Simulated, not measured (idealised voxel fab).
The following is a process module called voxel trench capacitor.
In the cross-section labelled cut, the width is 270 nm and each square cell is 5 nm.
In this document a cross-section is written as a grid of square cells. It is given as a series of bands, listed from the top down, and a band is one or more rows of cells. Band entry format. Leading values: height of top, height of bottom, nm. Remainder: materials in left-to-right order, each with its width in nm. Special words: "edge to edge" on a single material, which then fills the band edge to edge; "blank", empty space. Heads up on the height convention: 0 is the point under which the incoming wafer is all one material, and the lowest band has no bottom, it just keeps going down, like "from 0 down". Read "30->40" as a graded width: first number on top, second number at the bottom, same change between each pair of neighbouring rows. Step note "no change" = no cross-section cell changed. Empty spaces without an open route to the top, at least 8 cells in extent, make up the entry "Entrapped void list"; each is given as width x height at distance, where the distance is measured from the left edge, and all are in nm. after a step's settings: what the simulator itself notes on the step. Among the settings permitted on a step's line is "overlay nm"; applied to a step with a mask, it specifies the extent to which the mask lay to the right of its planned position, whereas a negative figure signifies a position to the left.
**Planned step list for the process**
1. RECEIVE: material Si
2. CONFORMAL_DEP: material SiN, thk nm 5
3. DIRECTIONAL_DEP: material aC, thk nm 15
4. PATTERN: tone open, mask id TRENCH, material resist, width nm 15, pitch nm 30, thk nm 35, overlay nm 0
5. DIRECTIONAL_ETCH: etch materials aC, depth nm 15
6. STRIP: etch materials resist
7. DIRECTIONAL_ETCH: etch materials SiN, depth nm 5
8. DIRECTIONAL_ETCH: etch materials Si, depth nm 35
9. STRIP: etch materials aC
10. CONFORMAL_DEP: material SiO2, thk nm 5
11. FILL_DEP: material polySi, thk nm 10
12. CMP: height nm 5
**The cross-section here shows the wafer as received, i.e. in its state after step 1**
    from 0 down = Si edge to edge
    Entrapped void list: none
**The first of two wafers, cross-sectioned at the end of the module, with the run proceeding as planned**
    from 5 to 0 = SiN 95, SiO2 5, polySi 5, SiO2 5, SiN 15, SiO2 5, polySi 5, SiO2 5, SiN 15, SiO2 5, polySi 5, SiO2 5, SiN 100
    from 0 to -30 = Si 95, SiO2 5, polySi 5, SiO2 5, Si 15, SiO2 5, polySi 5, SiO2 5, Si 15, SiO2 5, polySi 5, SiO2 5, Si 100
    from -30 to -35 = Si 95, SiO2 15, Si 15, SiO2 15, Si 15, SiO2 15, Si 100
    from -35 down = Si edge to edge
    Entrapped void list: none
**Wafer two, sectioned after the module: the first wafer's start, the first wafer's plan, and one mistake in how it was run**
    from 5 to 0 = polySi 90, SiO2 5, SiN 15, SiO2 5, polySi 5, SiO2 5, SiN 15, SiO2 5, polySi 5, SiO2 5, SiN 15, SiO2 5, polySi 95
    from 0 to -30 = polySi 90, SiO2 5, Si 15, SiO2 5, polySi 5, SiO2 5, Si 15, SiO2 5, polySi 5, SiO2 5, Si 15, SiO2 5, polySi 95
    from -30 to -35 = SiO2 95, Si 15, SiO2 15, Si 15, SiO2 15, Si 15, SiO2 100
    from -35 down = Si edge to edge
    Entrapped void list: none
Error vs. plan: step 4 off recipe, ran as PATTERN: tone cover, mask id TRENCH, material resist, width nm 15, pitch nm 30, thk nm 35, overlay nm 0
End check, counted in cells, second wafer has more or fewer of these materials than the first: -252 Si; -36 SiN; +36 SiO2; +252 polySi
